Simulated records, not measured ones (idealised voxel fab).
process module | voxel fin reveal
cross-section cut | 275 nm wide | cells 5 nm
A cross-section is a grid of square cells, given in bands from the top down. A band is one or more rows of cells.
Each band's line starts with the height of the band's top and of its bottom, in nm. Then come its materials from left to right, each with its width in nm. One material with "throughout" fills the band from edge to edge. "air" is empty space.
Height 0 is the level under which the wafer as received is all one material. The lowest band goes on downwards, as in "0 down".
A width such as "30 to 40" changes by the same amount from each row of cells to the next, from the band's top row to its bottom row.
"no change" after a step means that no cell of the cross-section changed.
closed voids: empty space of 8 cells or more with no open way to the top, each as width x height at its distance from the left edge, in nm
after a step's settings: what the simulator itself notes on the step
overlay nm, on a step with a mask: how far to the right of its planned place the mask lay; to the left if negative
plan
1 op RECEIVE | material Si
2 op CONFORMAL_DEP | material SiN | thk nm 5
3 op MASKED_ETCH | tone cover | mask id FINS | width nm 15 | pitch nm 40 | etch materials SiN | depth nm 5 | overlay nm 0
4 op MASKED_ETCH | tone cover | mask id FINS | width nm 15 | pitch nm 40 | etch materials Si | depth nm 30 | overlay nm 0
5 op FILL_DEP | material SiO2 | thk nm 15
6 op CMP | height nm 5
7 op SELECTIVE_ETCH | etch materials SiO2 | depth nm 25
8 op STRIP | etch materials SiN
9 op CONFORMAL_DEP | material SiO2 | thk nm 5
as received, after step 1
  0 down: Si throughout
  closed voids: none
a wafer at the end: this start, this plan, one mistake
  5 to 0: air 105 | SiN 25 | air 15 | SiN 25 | air 105
  0 to -15: air 105 | SiN 5 | Si 15 | SiN 5 | air 15 | SiN 5 | Si 15 | SiN 5 | air 105
  -15 to -20: SiN 110 | Si 15 | SiN 25 | Si 15 | SiN 110
  -20 to -30: SiO2 110 | Si 15 | SiO2 25 | Si 15 | SiO2 110
  -30 down: Si throughout
  closed voids: none
what went wrong: step 9 ran as: op CONFORMAL_DEP | material SiN | thk nm 5
